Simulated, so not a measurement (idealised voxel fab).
The name of this process module is voxel released beams.
The figure presents cross-section cut, which has a width of 195 nm and is divided into square cells with an edge length of 5 nm.
We lay out every cross-section as a grid of square cells and spell it out in bands from the top down, where one band means one or more rows of cells. A band entry consists of two parts. The first gives the height of the band's top and the height of its bottom, in nm. The rest lists the band's materials from left to right, each with its width in nm. A single material labelled with the word "everywhere" fills the band from edge to edge, and the word "blank" marks empty space. Measure heights from 0. That's the level where, below it, the as-received wafer is all one material. The lowest band is bottomless and extends downward; write it as in "z 0 and below". Read "30 to 40" as a graded width: first number on top, second number at the bottom, same change between each pair of neighbouring rows. Given "left unchanged" for a step, no cell of the cross-section differs between before and after that step. Basically, "Closed void table" tells you about the enclosed voids: empty spaces with no open way to the top, 8 cells or bigger, each written width x height at distance, where distance is from the left edge, all in nm. If you see something after the settings on a step's line, that's the simulator's own remark about that step. "overlay nm" answers the question of how far to the right of plan the mask lay on a step that has a mask, and when it is negative the answer is to the left.

### Intended process steps
- 1: RECEIVE (material Si)
- 2: CONFORMAL_DEP (material SiN; thk nm 10)
- 3: DIRECTIONAL_DEP (material SiO2; thk nm 10)
- 4: DIRECTIONAL_DEP (material aC; thk nm 10)
- 5: PATTERN (tone open; mask id ANCHOR; material resist; width nm 45; thk nm 25; overlay nm 0)
- 6: DIRECTIONAL_ETCH (etch materials aC; depth nm 10)
- 7: STRIP (etch materials resist)
- 8: DIRECTIONAL_ETCH (etch materials SiO2; depth nm 10)
- 9: STRIP (etch materials aC)
- 10: CONFORMAL_DEP (material polySi; thk nm 15)
- 11: DIRECTIONAL_DEP (material aC; thk nm 15)
- 12: PATTERN (tone cover; mask id BEAM; material resist; width nm 100; thk nm 30; overlay nm 0)
- 13: DIRECTIONAL_ETCH (etch materials aC; depth nm 15)
- 14: STRIP (etch materials resist)
- 15: DIRECTIONAL_ETCH (etch materials polySi; depth nm 15)
- 16: STRIP (etch materials aC)
- 17: STRIP (etch materials SiO2)

### Cross-section of the wafer upon arrival, representing the state reached after step 1
	z 0 and below | Si everywhere
	Closed void table: none

### End-of-module cross-section of the first of two wafers, processed as planned
	z 35 to 25 | 45 of blank / 20 of polySi / 15 of blank / 65 of polySi / 50 of blank
	z 25 to 20 | 45 of blank / 100 of polySi / 50 of blank
	z 20 to 10 | 50 of blank / 45 of polySi / 100 of blank
	z 10 to 0 | SiN everywhere
	z 0 and below | Si everywhere
	Closed void table: none

### This cross-section belongs to the second wafer of two at the end of the module; the start and the plan were shared with the first, and the run included one mistake
	z 25 to 15 | 45 to 50 of blank / 10 to 5 of polySi / 35 of blank / 55 to 5 of polySi / 50 to 100 of blank
	z 15 to 10 | 50 of blank / 45 of polySi / 100 of blank
	z 10 to 0 | SiN everywhere
	z 0 and below | Si everywhere
	Closed void table: none
What was done differently from what was planned? step 10 ran with different settings than intended, the actual operation and settings being CONFORMAL_DEP (material polySi; thk nm 5)
Bottom line after processing is that, in cells, the second wafer is up or down on some materials versus the first: -48 polySi
